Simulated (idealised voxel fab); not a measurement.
This section sets out a process module, namely voxel fin reveal.
Cross-section cut spans 190 nm and uses square cells 5 nm in size.
We lay out every cross-section as a grid of square cells and spell it out in bands from the top down, where one band means one or more rows of cells. Per band: top height and bottom height in nm, followed by the left-to-right materials and their widths in nm; "throughout" marks a single material spanning edge to edge, "blank" marks empty space. Heads up on the height convention: 0 is the point under which the incoming wafer is all one material, and the lowest band has no bottom, it just keeps going down, like "0 down". The notation "30..40" denotes a width that varies across the rows of cells in the band, beginning at the first number in the top row, finishing at the second number in the bottom row, and changing by an identical amount from each row to the next. Given "identical to before" for a step, no cell of the cross-section differs between before and after that step. "Sealed void inventory" specifies each empty space that is not open to the top and that occupies no fewer than 8 cells, using the form width x height at distance, the distance measured from the left edge and all three quantities in nm. On a step's line, text after the settings is the simulator commenting on that step. overlay nm: on a step with a mask, how far right of its planned place the mask lay; negative means left.

Plan
1 RECEIVE,material Si
2 CONFORMAL_DEP,material SiN,thk nm 10
3 DIRECTIONAL_DEP,material aC,thk nm 10
4 PATTERN,tone cover,mask id FINS,material resist,width nm 15,pitch nm 40,thk nm 25,overlay nm 0
5 DIRECTIONAL_ETCH,etch materials aC,depth nm 10
6 STRIP,etch materials resist
7 DIRECTIONAL_ETCH,etch materials SiN,depth nm 10
8 DIRECTIONAL_ETCH,etch materials Si,depth nm 30
9 STRIP,etch materials aC
10 FILL_DEP,material SiO2,thk nm 10
11 CMP,height nm 10
12 SELECTIVE_ETCH,etch materials SiO2,depth nm 20
13 STRIP,etch materials SiN
14 CONFORMAL_DEP,material SiO2,thk nm 5

First wafer out of two, processed as planned

Cross-section of the wafer at receipt, which is the condition after step 1
- 0 down = Si throughout
- Sealed void inventory: none

Cross-sectional representation of the wafer at the conclusion of step 2
- 10 to 0 = SiN throughout
- Lower than 0, everything is as it was.

Cross-sectional representation of the wafer at the conclusion of step 3
- 20 to 10 = aC throughout
- Lower than 10, everything is as it was.

Cross-sectional representation of the wafer at the conclusion of step 4
- 45 to 20 = 65 of blank  15 of resist  25 of blank  15 of resist  70 of blank
- Lower than 20, everything is as it was.

Cross-sectional representation of the wafer at the conclusion of step 5
- 35 to 20 = 65 of blank  15 of resist  25 of blank  15 of resist  70 of blank
- 20 to 10 = 65 of blank  15 of aC  25 of blank  15 of aC  70 of blank
- Lower than 10, everything is as it was.

Cross-sectional representation of the wafer at the conclusion of step 6
- 20 to 10 = 65 of blank  15 of aC  25 of blank  15 of aC  70 of blank
- Lower than 10, everything is as it was.

Cross-sectional representation of the wafer at the conclusion of step 7
- 20 to 10 = 65 of blank  15 of aC  25 of blank  15 of aC  70 of blank
- 10 to 0 = 65 of blank  15 of SiN  25 of blank  15 of SiN  70 of blank
- Lower than 0, everything is as it was.

Cross-sectional representation of the wafer at the conclusion of step 8
- 20 to 10 = 65 of blank  15 of aC  25 of blank  15 of aC  70 of blank
- 10 to 0 = 65 of blank  15 of SiN  25 of blank  15 of SiN  70 of blank
- 0 to -30 = 65 of blank  15 of Si  25 of blank  15 of Si  70 of blank
- Lower than -30, everything is as it was.

Cross-sectional representation of the wafer at the conclusion of step 9
- 10 to 0 = 65 of blank  15 of SiN  25 of blank  15 of SiN  70 of blank
- Lower than 0, everything is as it was.

Cross-sectional representation of the wafer at the conclusion of step 10
- 20 to 10 = SiO2 throughout
- 10 to 0 = 65 of SiO2  15 of SiN  25 of SiO2  15 of SiN  70 of SiO2
- 0 to -30 = 65 of SiO2  15 of Si  25 of SiO2  15 of Si  70 of SiO2
- Lower than -30, everything is as it was.

Cross-sectional representation of the wafer at the conclusion of step 11
- 10 to 0 = 65 of SiO2  15 of SiN  25 of SiO2  15 of SiN  70 of SiO2
- Lower than 0, everything is as it was.

Cross-sectional representation of the wafer at the conclusion of step 12
- 10 to 0 = 65 of blank  15 of SiN  25 of blank  15 of SiN  70 of blank
- 0 to -10 = 65 of blank  15 of Si  25 of blank  15 of Si  70 of blank
- Lower than -10, everything is as it was.

Cross-sectional representation of the wafer at the conclusion of step 13
- 0 to -10 = 65 of blank  15 of Si  25 of blank  15 of Si  70 of blank
- Lower than -10, everything is as it was.

Cross-sectional representation of the wafer at the conclusion of step 14
- 5 to 0 = 60 of blank  25 of SiO2  15 of blank  25 of SiO2  65 of blank
- 0 to -5 = 60 of blank  5 of SiO2  15 of Si  5 of SiO2  15 of blank  5 of SiO2  15 of Si  5 of SiO2  65 of blank
- -5 to -30 = 65 of SiO2  15 of Si  25 of SiO2  15 of Si  70 of SiO2
- Lower than -30, everything is as it was.

Wafer two. Identical start, identical plan. One mistake in execution. Identical history through step 13

Second wafer profile in section, at the moment step 14 of the plan was meant to be complete: identical to before
Here's what went sideways: not run: step 14 of the plan (skipped)
Heads up, by the end the second wafer has more or fewer cells of some materials compared to the first: -46 SiO2
